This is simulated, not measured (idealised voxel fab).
The document below concerns the process module designated voxel gate over fins.
FYI the section here is cut, 250 nm wide, cells are 5 nm squares.
Cross-section spec: square-cell grid; bands listed top down; each band is one or more rows.
Top height, bottom height, nm. Materials left to right, width each, nm. Single material + "throughout" = fills band edge to edge. "empty" = empty.
Heights are expressed relative to 0, this being the level below which the as-received wafer comprises one material exclusively. The lowest band is unbounded in the downward direction and is denoted as in "top 0, no bottom".
The width entry "30 to 40" should be interpreted row by row: the top row of cells in the band takes the first number, the bottom row takes the second number, and the change between adjacent rows is uniform throughout.
The cross-section has no changed cell in any step marked "changes: none".
Empty spaces without an open route to the top, at least 8 cells in extent, make up the entry "Enclosed internal cavities"; each is given as width x height at distance, where the distance is measured from the left edge, and all are in nm.
Post-settings text on a step line: simulator's own remark regarding the step.
When a step includes a mask, the "overlay nm" setting on its line states how far to the right of its planned place that mask lay, and negative values state how far to the left.

Process steps foreseen in the plan
| 1 | op RECEIVE | material Si |
| 2 | op CONFORMAL_DEP | material SiN | thk nm 5 |
| 3 | op MASKED_ETCH | tone cover | mask id FINS | width nm 15 | pitch nm 35 | etch materials SiN | depth nm 5 | overlay nm 0 |
| 4 | op MASKED_ETCH | tone cover | mask id FINS | width nm 15 | pitch nm 35 | etch materials Si | depth nm 35 | overlay nm 0 |
| 5 | op OXIDIZE | depth nm 5 |
| 6 | op FILL_DEP | material SiO2 | thk nm 10 |
| 7 | op CMP | height nm 5 |
| 8 | op SELECTIVE_ETCH | etch materials SiO2 | depth nm 15 |
| 9 | op STRIP | etch materials SiN |
| 10 | op CONFORMAL_DEP | material HfO2 | thk nm 5 |
| 11 | op CONFORMAL_DEP | material TiN | thk nm 5 |
| 12 | op CONFORMAL_DEP | material TiAl | thk nm 5 |
| 13 | op CONFORMAL_DEP | material TiN | thk nm 5 |
| 14 | op FILL_DEP | material W | thk nm 10 |
| 15 | op CMP | height nm 25 |
| 16 | op CONFORMAL_DEP | material SiN | thk nm 10 |

Cross-section of the wafer as it came to us, i.e., already through step 1
	top 0, no bottom  Si throughout
	Enclosed internal cavities: none

As-planned run: cross-section of the first of two wafers at end of module
	top 35, bottom 25  SiN throughout
	top 25, bottom 20  W throughout
	top 20, bottom 15  85 W, then 80 TiN, then 85 W
	top 15, bottom 10  85 W, then 5 TiN, then 70 TiAl, then 5 TiN, then 85 W
	top 10, bottom 5  90 TiN, then 5 TiAl, then 25 TiN, then 10 TiAl, then 25 TiN, then 5 TiAl, then 90 TiN
	top 5, bottom 0  95 TiAl, then 5 TiN, then 15 HfO2, then 5 TiN, then 10 TiAl, then 5 TiN, then 15 HfO2, then 5 TiN, then 95 TiAl
	top 0, bottom -5  100 TiN, then 5 HfO2, then 5 Si, then 5 HfO2, then 20 TiN, then 5 HfO2, then 5 Si, then 5 HfO2, then 100 TiN
	top -5, bottom -10  105 HfO2, then 5 Si, then 30 HfO2, then 5 Si, then 105 HfO2
	top -10, bottom -40  105 SiO2, then 5 Si, then 30 SiO2, then 5 Si, then 105 SiO2
	top -40, no bottom  Si throughout
	Enclosed internal cavities: none

Cross-section, second wafer: same start as the first, same plan as the first, one mistake in running it; taken at the end of the module
	top 35, bottom 25  SiN throughout
	top 25, bottom 20  W throughout
	top 20, bottom 10  85 W, then 80 TiN, then 85 W
	top 10, bottom 5  95 TiN, then 25 TiAl, then 10 TiN, then 25 TiAl, then 95 TiN
	top 5, bottom 0  95 TiN, then 5 TiAl, then 15 HfO2, then 5 TiAl, then 10 TiN, then 5 TiAl, then 15 HfO2, then 5 TiAl, then 95 TiN
	top 0, bottom -5  100 TiAl, then 5 HfO2, then 5 Si, then 5 HfO2, then 20 TiAl, then 5 HfO2, then 5 Si, then 5 HfO2, then 100 TiAl
	top -5, bottom -10  105 HfO2, then 5 Si, then 30 HfO2, then 5 Si, then 105 HfO2
	top -10, bottom -40  105 SiO2, then 5 Si, then 30 SiO2, then 5 Si, then 105 SiO2
	top -40, no bottom  Si throughout
	Enclosed internal cavities: none
What went wrong in running the wafer? the run placed steps 11 and 12 each in the position the plan gave to the other
Comparing end states, the material composition by cell count is preserved from the first wafer to the second, while the locations of the cells are not.
